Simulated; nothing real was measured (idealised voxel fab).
The process module that follows is named voxel trench capacitor.
In the cross-section labelled cut, the width is 145 nm and each square cell is 5 nm.
In what follows, cross-sections appear as grids of square cells, described through bands that run from the top down, where every band is one or more rows of cells. Heights first: top, then bottom, in nm. Then materials, left to right, each with a width in nm. "everywhere" on a single material: fills the band edge to edge. "air": empty space. The level at which height equals 0 is the one under which the wafer, as it arrives, is entirely one material. No lower edge exists for the bottom band, which continues downward and is notated as in "0 nm and below". With a width like "30..40", each row of cells in the band differs from the next by the same amount, the top row carrying the first number and the bottom row the second. "no alteration" (step): cross-section cells unchanged, all of them. Basically, "Unvented internal voids" tells you about the enclosed voids: empty spaces with no open way to the top, 8 cells or bigger, each written width x height at distance, where distance is from the left edge, all in nm. Note: text after step settings on the step line = simulator remark on that step. The setting "overlay nm" may be written on the line of a step. When the step uses a mask, the value reports how far to the right of the planned place the mask lay, and a negative value reports that it lay to the left.
# This section lists the process steps that were planned
1. RECEIVE (material Si)
2. CONFORMAL_DEP (material SiN; thk nm 10)
3. MASKED_ETCH (tone open; mask id TRENCH; width nm 30; pitch nm 45; etch materials SiN; depth nm 10; overlay nm 0)
4. MASKED_ETCH (tone open; mask id TRENCH; width nm 30; pitch nm 45; etch materials Si; depth nm 40; overlay nm 0)
5. CONFORMAL_DEP (material HfO2; thk nm 5)
6. CONFORMAL_DEP (material TiN; thk nm 5)
7. FILL_DEP (material W; thk nm 10)
8. CMP (height nm 10)
# Incoming wafer, cross-sectional view, post step 1
  0 nm and below | Si everywhere
  Unvented internal voids: none
# Wafer at module end, in section. Began as above, planned as above, run with one mistake
  10 nm to 0 nm | SiN 35 nm; TiN 5 nm; HfO2 5 nm; W 10 nm; HfO2 5 nm; TiN 5 nm; SiN 15 nm; TiN 5 nm; HfO2 5 nm; W 10 nm; HfO2 5 nm; TiN 5 nm; SiN 35 nm
  0 nm to -30 nm | Si 35 nm; TiN 5 nm; HfO2 5 nm; W 10 nm; HfO2 5 nm; TiN 5 nm; Si 15 nm; TiN 5 nm; HfO2 5 nm; W 10 nm; HfO2 5 nm; TiN 5 nm; Si 35 nm
  -30 nm to -35 nm | Si 35 nm; TiN 5 nm; HfO2 20 nm; TiN 5 nm; Si 15 nm; TiN 5 nm; HfO2 20 nm; TiN 5 nm; Si 35 nm
  -35 nm to -40 nm | Si 35 nm; TiN 30 nm; Si 15 nm; TiN 30 nm; Si 35 nm
  -40 nm and below | Si everywhere
  Unvented internal voids: none
Diagnosis: the run placed steps 5 and 6 each in the position the plan gave to the other
